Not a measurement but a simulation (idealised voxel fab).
voxel fin reveal: a process module
For reference, the cross-section in this document is cut, with width 160 nm and square cells of 5 nm.
Cross-section = grid of square cells, listed top down in bands; band = one or more rows. For a band, the entry starts with two heights in nm, that of the top and then that of the bottom, and carries on with the band's materials in order from left to right, each alongside its width in nm; the word "all across" beside a single material means it fills the band edge to edge, and "air" means empty space. Zero point of the height axis is 0; under it, received wafer = one material. Lowest band: continues down indefinitely, "top 0, no bottom". When a width is written as two numbers, as in "30->40", the first number is the width in the top row of cells of the band and the second is the width in its bottom row, and the width changes by the same amount from each row to the next. Key: "same as before" - step with no changed cell in the cross-section. Enclosed voids (no open way to top), threshold 8 cells or more, entry "Enclosed voids", notation width x height at distance, distance from left edge, nm. Whatever follows a step's settings on its line is a remark the simulator itself makes about that step. overlay nm: step with mask; distance mask lay right of planned place; negative value = left of planned place.

These are the steps we planned for the process:
- 1: RECEIVE [material Si]
- 2: CONFORMAL_DEP [material SiN] [thk nm 10]
- 3: DIRECTIONAL_DEP [material aC] [thk nm 10]
- 4: PATTERN [tone cover] [mask id FINS] [material resist] [width nm 15] [pitch nm 35] [thk nm 30] [overlay nm 0]
- 5: DIRECTIONAL_ETCH [etch materials aC] [depth nm 10]
- 6: STRIP [etch materials resist]
- 7: DIRECTIONAL_ETCH [etch materials SiN] [depth nm 10]
- 8: DIRECTIONAL_ETCH [etch materials Si] [depth nm 40]
- 9: STRIP [etch materials aC]
- 10: FILL_DEP [material SiO2] [thk nm 15]
- 11: CMP [height nm 10]
- 12: SELECTIVE_ETCH [etch materials SiO2] [depth nm 25]
- 13: STRIP [etch materials SiN]
- 14: CONFORMAL_DEP [material SiO2] [thk nm 5]

The cross-section here shows the wafer as received, i.e. in its state after step 1:
* top 0, no bottom  Si all across
* Enclosed voids: none

a wafer at the end: this start, this plan, one mistake:
* top 5, bottom 0  30 air  25 SiO2  10 air  25 SiO2  10 air  25 SiO2  35 air
* top 0, bottom -10  30 air  5 SiO2  15 Si  5 SiO2  10 air  5 SiO2  15 Si  5 SiO2  10 air  5 SiO2  15 Si  5 SiO2  35 air
* top -10, bottom -20  15 SiO2  15 air  5 SiO2  15 Si  5 SiO2  10 air  5 SiO2  15 Si  5 SiO2  10 air  5 SiO2  15 Si  5 SiO2  15 air  20 SiO2
* top -20, bottom -40  35 SiO2  15 Si  20 SiO2  15 Si  20 SiO2  15 Si  40 SiO2
* top -40, no bottom  Si all across
* Enclosed voids: none
Diagnosis: step 13 occupied the plan position of step 12, and the converse holds as well
